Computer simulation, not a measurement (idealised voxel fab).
process module | voxel tone inversion
cross-section cut | 210 nm wide | cells 5 nm
A cross-section is a grid of square cells, given in bands from the top down. A band is one or more rows of cells.
Each band's line starts with the height of the band's top and of its bottom, in nm. Then come its materials from left to right, each with its width in nm. One material with "throughout" fills the band from edge to edge. "air" is empty space.
Height 0 is the level under which the wafer as received is all one material. The lowest band goes on downwards, as in "0 down".
A width such as "30 to 40" changes by the same amount from each row of cells to the next, from the band's top row to its bottom row.
"no change" after a step means that no cell of the cross-section changed.
closed voids: empty space of 8 cells or more with no open way to the top, each as width x height at its distance from the left edge, in nm
after a step's settings: what the simulator itself notes on the step
overlay nm, on a step with a mask: how far to the right of its planned place the mask lay; to the left if negative
plan
1 op RECEIVE | material Si
2 op CONFORMAL_DEP | material SiN | thk nm 5
3 op DIRECTIONAL_DEP | material polySi | thk nm 20
4 op PATTERN | tone cover | mask id POSTS | material resist | width nm 15 | pitch nm 45 | thk nm 30 | overlay nm 0
5 op DIRECTIONAL_ETCH | etch materials polySi | depth nm 20
6 op STRIP | etch materials resist
7 op FILL_DEP | material SiO2 | thk nm 5
8 op CMP | height nm 25
9 op STRIP | etch materials polySi
10 op CONFORMAL_DEP | material TiN | thk nm 5
11 op FILL_DEP | material Cu | thk nm 10
12 op CMP | height nm 25
13 op CONFORMAL_DEP | material SiN | thk nm 5
varied across the wafers: width nm of step 4. The plan shows the first wafer's value. All wafers start alike
first wafer as received, after step 1
  0 down: Si throughout
  closed voids: none
first wafer at the end, after step 13
  30 to 25: SiN throughout
  25 to 10: SiO2 55 | TiN 5 | Cu 5 | TiN 5 | SiO2 30 | TiN 5 | Cu 5 | TiN 5 | SiO2 30 | TiN 5 | Cu 5 | TiN 5 | SiO2 50
  10 to 5: SiO2 55 | TiN 15 | SiO2 30 | TiN 15 | SiO2 30 | TiN 15 | SiO2 50
  5 to 0: SiN throughout
  0 down: Si throughout
  closed voids: none
last wafer at the end
  30 to 25: SiN throughout
  25 to 10: SiO2 45 | TiN 5 | Cu 20 | TiN 5 | SiO2 15 | TiN 5 | Cu 20 | TiN 5 | SiO2 15 | TiN 5 | Cu 20 | TiN 5 | SiO2 45
  10 to 5: SiO2 45 | TiN 30 | SiO2 15 | TiN 30 | SiO2 15 | TiN 30 | SiO2 45
  5 to 0: SiN throughout
  0 down: Si throughout
  closed voids: none
each wafer at the end: cells of each material gained (+) or lost (-) since it was received, then its closed voids
width nm 15 | +9 Cu | +84 SiN | +132 SiO2 | +27 TiN | closed voids: none
width nm 20 | +18 Cu | +84 SiN | +120 SiO2 | +30 TiN | closed voids: none
width nm 25 | +27 Cu | +84 SiN | +108 SiO2 | +33 TiN | closed voids: none
width nm 30 | +36 Cu | +84 SiN | +96 SiO2 | +36 TiN | closed voids: none
